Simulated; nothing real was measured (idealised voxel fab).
The process module that follows is named voxel gate over fins.
Shown is cross-section cut, with a width of 265 nm and square cells of size 5 nm.
Notation: cross-section as square-cell grid; stated in bands, top first, going down; one or more cell rows per band.
Top, bottom (nm), then materials left to right with widths (nm); lone material tagged "everywhere" fills the whole band edge to edge; "blank" = empty space.
Ref level 0: as-received wafer is one material below here. Bottom band extends down with no lower bound ("z 0 and below").
A width such as "30 to 40" changes by the same amount from each row of cells to the next, from the band's top row to its bottom row.
Basically "nothing changed" means that step didn't change any cell in the cross-section.
In "Closed voids list" the enclosed voids are listed, meaning empty spaces of 8 cells or larger without any opening to the top. The form is width x height at distance, distance from the left edge, units nm.
Post-settings text on a step line: simulator's own remark regarding the step.
"overlay nm" answers the question of how far to the right of plan the mask lay on a step that has a mask, and when it is negative the answer is to the left.
# The process steps that were planned are listed below
step 1: RECEIVE with material Si
step 2: CONFORMAL_DEP with material SiN, thk nm 5
step 3: MASKED_ETCH with tone cover, mask id FINS, width nm 15, pitch nm 50, etch materials SiN, depth nm 5, overlay nm 0
step 4: MASKED_ETCH with tone cover, mask id FINS, width nm 15, pitch nm 50, etch materials Si, depth nm 35, overlay nm 0
step 5: FILL_DEP with material SiO2, thk nm 5
step 6: CMP with height nm 5
step 7: DIRECTIONAL_DEP with material aC, thk nm 15
step 8: PATTERN with tone open, mask id RAIL, material resist, width nm 15, thk nm 35, overlay nm 0
step 9: DIRECTIONAL_ETCH with etch materials aC, depth nm 15
step 10: STRIP with etch materials resist
step 11: DIRECTIONAL_ETCH with etch materials SiO2, depth nm 35
step 12: STRIP with etch materials aC
step 13: CONFORMAL_DEP with material TiN, thk nm 5
step 14: FILL_DEP with material W, thk nm 5
step 15: CMP with height nm 5
step 16: SELECTIVE_ETCH with etch materials W Ru TiN, depth nm 30
step 17: FILL_DEP with material SiO2, thk nm 5
step 18: CMP with height nm 5
step 19: SELECTIVE_ETCH with etch materials SiO2, depth nm 20
step 20: STRIP with etch materials SiN
step 21: CONFORMAL_DEP with material HfO2, thk nm 5
step 22: CONFORMAL_DEP with material TiN, thk nm 5
step 23: FILL_DEP with material W, thk nm 15
step 24: CMP with height nm 20
step 25: CONFORMAL_DEP with material SiN, thk nm 10
# Cross-section of the incoming wafer, state after step 1
- z 0 and below = Si everywhere
- Closed voids list: none
# End-of-module cross-section. Starting structure and process plan as above; one mistake made in running it
- z 30 to 20 = SiN everywhere
- z 20 to 10 = W everywhere
- z 10 to 5 = W 65 nm / TiN 35 nm / W 15 nm / TiN 35 nm / W 15 nm / TiN 35 nm / W 65 nm
- z 5 to 0 = W 65 nm / TiN 5 nm / HfO2 25 nm / TiN 5 nm / W 15 nm / TiN 5 nm / HfO2 25 nm / TiN 5 nm / W 15 nm / TiN 5 nm / HfO2 25 nm / TiN 5 nm / W 65 nm
- z 0 to -5 = W 65 nm / TiN 5 nm / HfO2 5 nm / Si 15 nm / HfO2 5 nm / TiN 5 nm / W 15 nm / TiN 5 nm / HfO2 5 nm / Si 15 nm / HfO2 5 nm / TiN 5 nm / W 15 nm / TiN 5 nm / HfO2 5 nm / Si 15 nm / HfO2 5 nm / TiN 5 nm / W 65 nm
- z -5 to -10 = TiN 70 nm / HfO2 5 nm / Si 15 nm / HfO2 5 nm / TiN 25 nm / HfO2 5 nm / Si 15 nm / HfO2 5 nm / TiN 25 nm / HfO2 5 nm / Si 15 nm / HfO2 5 nm / TiN 70 nm
- z -10 to -15 = HfO2 75 nm / Si 15 nm / HfO2 35 nm / Si 15 nm / HfO2 35 nm / Si 15 nm / HfO2 75 nm
- z -15 to -25 = SiO2 75 nm / Si 15 nm / SiO2 35 nm / Si 15 nm / SiO2 35 nm / Si 15 nm / SiO2 75 nm
- z -25 to -30 = TiN 75 nm / Si 15 nm / TiN 10 nm / SiO2 15 nm / TiN 10 nm / Si 15 nm / TiN 35 nm / Si 15 nm / TiN 75 nm
- z -30 to -35 = SiO2 75 nm / Si 15 nm / SiO2 35 nm / Si 15 nm / SiO2 35 nm / Si 15 nm / SiO2 75 nm
- z -35 and below = Si everywhere
- Closed voids list: none
What broke from the plan during processing? step 8 did not happen as planned, as run it was PATTERN with tone cover, mask id RAIL, material resist, width nm 15, thk nm 35, overlay nm 0
